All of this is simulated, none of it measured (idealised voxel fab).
process module | voxel spacer lines
cross-section cut | 220 nm wide | cells 5 nm
A cross-section is a grid of square cells, given in bands from the top down. A band is one or more rows of cells.
Each band's line starts with the height of the band's top and of its bottom, in nm. Then come its materials from left to right, each with its width in nm. One material with "throughout" fills the band from edge to edge. "air" is empty space.
Height 0 is the level under which the wafer as received is all one material. The lowest band goes on downwards, as in "0 down".
A width such as "30 to 40" changes by the same amount from each row of cells to the next, from the band's top row to its bottom row.
"no change" after a step means that no cell of the cross-section changed.
closed voids: empty space of 8 cells or more with no open way to the top, each as width x height at its distance from the left edge, in nm
after a step's settings: what the simulator itself notes on the step
overlay nm, on a step with a mask: how far to the right of its planned place the mask lay; to the left if negative
plan
1 op RECEIVE | material Si
2 op CONFORMAL_DEP | material Al2O3 | thk nm 5
3 op DIRECTIONAL_DEP | material TiN | thk nm 20
4 op DIRECTIONAL_DEP | material polySi | thk nm 20
5 op PATTERN | tone cover | mask id MANDREL | material resist | width nm 15 | pitch nm 60 | thk nm 25 | overlay nm 0
6 op DIRECTIONAL_ETCH | etch materials polySi | depth nm 20
7 op STRIP | etch materials resist
8 op CONFORMAL_DEP | material SiN | thk nm 15
9 op DIRECTIONAL_ETCH | etch materials SiN | depth nm 15
10 op STRIP | etch materials polySi
11 op DIRECTIONAL_ETCH | etch materials TiN | depth nm 20
12 op STRIP | etch materials SiN
first wafer, as planned
as received, after step 1
  0 down: Si throughout
  closed voids: none
after step 2
  5 to 0: Al2O3 throughout
  below 0: unchanged
after step 3
  25 to 5: TiN throughout
  below 5: unchanged
after step 4
  45 to 25: polySi throughout
  below 25: unchanged
after step 5
  70 to 45: air 70 | resist 15 | air 45 | resist 15 | air 75
  below 45: unchanged
after step 6
  70 to 45: air 70 | resist 15 | air 45 | resist 15 | air 75
  45 to 25: air 70 | polySi 15 | air 45 | polySi 15 | air 75
  below 25: unchanged
after step 7
  45 to 25: air 70 | polySi 15 | air 45 | polySi 15 | air 75
  below 25: unchanged
after step 8
  60 to 45: air 55 | SiN 45 | air 15 | SiN 45 | air 60
  45 to 40: air 55 | SiN 15 | polySi 15 | SiN 15 | air 15 | SiN 15 | polySi 15 | SiN 15 | air 60
  40 to 25: SiN 70 | polySi 15 | SiN 45 | polySi 15 | SiN 75
  below 25: unchanged
after step 9
  45 to 25: air 55 | SiN 15 | polySi 15 | SiN 15 | air 15 | SiN 15 | polySi 15 | SiN 15 | air 60
  below 25: unchanged
after step 10
  45 to 25: air 55 | SiN 15 | air 15 | SiN 15 | air 15 | SiN 15 | air 15 | SiN 15 | air 60
  below 25: unchanged
after step 11
  45 to 25: air 55 | SiN 15 | air 15 | SiN 15 | air 15 | SiN 15 | air 15 | SiN 15 | air 60
  25 to 5: air 55 | TiN 15 | air 15 | TiN 15 | air 15 | TiN 15 | air 15 | TiN 15 | air 60
  below 5: unchanged
after step 12
  25 to 5: air 55 | TiN 15 | air 15 | TiN 15 | air 15 | TiN 15 | air 15 | TiN 15 | air 60
  below 5: unchanged
second wafer: like start, like plan, one mistake. Through step 2 it matches the first wafer
when step 3 should have ended
  25 to 5: polySi throughout
  below 5: unchanged
when step 4 should have ended
  45 to 25: TiN throughout
  below 25: unchanged
when step 5 should have ended
  70 to 45: air 70 | resist 15 | air 45 | resist 15 | air 75
  below 45: unchanged
when step 6 should have ended: no change
when step 7 should have ended
  45 to 25: TiN throughout
  below 25: unchanged
when step 8 should have ended
  60 to 45: SiN throughout
  below 45: unchanged
when step 9 should have ended
  45 to 25: TiN throughout
  below 25: unchanged
when step 10 should have ended: no change
when step 11 should have ended
  25 to 5: polySi throughout
  below 5: unchanged
when step 12 should have ended: no change
what went wrong: steps 3 and 4 were swapped
at the end the second wafer has, in cells: 48 fewer of TiN | 176 more of polySi
